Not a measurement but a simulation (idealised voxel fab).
The following is a process module called voxel spacer lines.
The width of the displayed cross-section, cut, is 285 nm; its cells are square, with a size of 5 nm.
Reading order for cross-sections: top band down to bottom band. Underlying form: a grid of square cells. Band size: one or more rows of cells.
Band: top and bottom heights (nm) first, top before bottom; then materials from left to right, widths in nm. "throughout" marks a sole material filling the band edge to edge. "air" denotes empty space.
Below 0: as-received wafer, all one material; heights counted from there. Lowest band: no bottom, goes on down, written "0 -> down".
The width entry "30 to 40" should be interpreted row by row: the top row of cells in the band takes the first number, the bottom row takes the second number, and the change between adjacent rows is uniform throughout.
When a step is marked "remains unaltered", none of the cells in the cross-section changed during that step.
Entry "Entrapped void list". Content: empty spaces with no open connection to the top, size 8 cells or greater. Each: width x height at distance. Distance: from left edge. Unit: nm.
Read whatever lies past the settings on a step's line as the simulator's own remark about the step.
"overlay nm" answers the question of how far to the right of plan the mask lay on a step that has a mask, and when it is negative the answer is to the left.
## Process steps - plan
- 1: RECEIVE,material Si
- 2: CONFORMAL_DEP,material Al2O3,thk nm 10
- 3: DIRECTIONAL_DEP,material W,thk nm 10
- 4: DIRECTIONAL_DEP,material polySi,thk nm 30
- 5: PATTERN,tone cover,mask id MANDREL,material resist,width nm 15,pitch nm 60,thk nm 40,overlay nm 0
- 6: DIRECTIONAL_ETCH,etch materials polySi,depth nm 30
- 7: STRIP,etch materials resist
- 8: CONFORMAL_DEP,material SiO2,thk nm 10
- 9: DIRECTIONAL_ETCH,etch materials SiO2,depth nm 10
- 10: STRIP,etch materials polySi
- 11: DIRECTIONAL_ETCH,etch materials W,depth nm 10
- 12: STRIP,etch materials SiO2
For this document, wafers share an identical start and vary in the step 5 width nm; the plan quotes the first wafer's value.
## So this is the first of several wafers, cross-sectioned as it came to us, meaning it's at the end of step 1
- 0 -> down  Si throughout
- Entrapped void list: none
## End of module, by wafer: material-by-material cell gain (+) or loss (-) since receipt, then closed voids
width nm 15 | +114 Al2O3 | +16 W | Entrapped void list: none
width nm 20 | +114 Al2O3 | +16 W | Entrapped void list: none
width nm 25 | +114 Al2O3 | +16 W | Entrapped void list: none
width nm 30 | +114 Al2O3 | +16 W | Entrapped void list: none
width nm 35 | +114 Al2O3 | +16 W | Entrapped void list: none
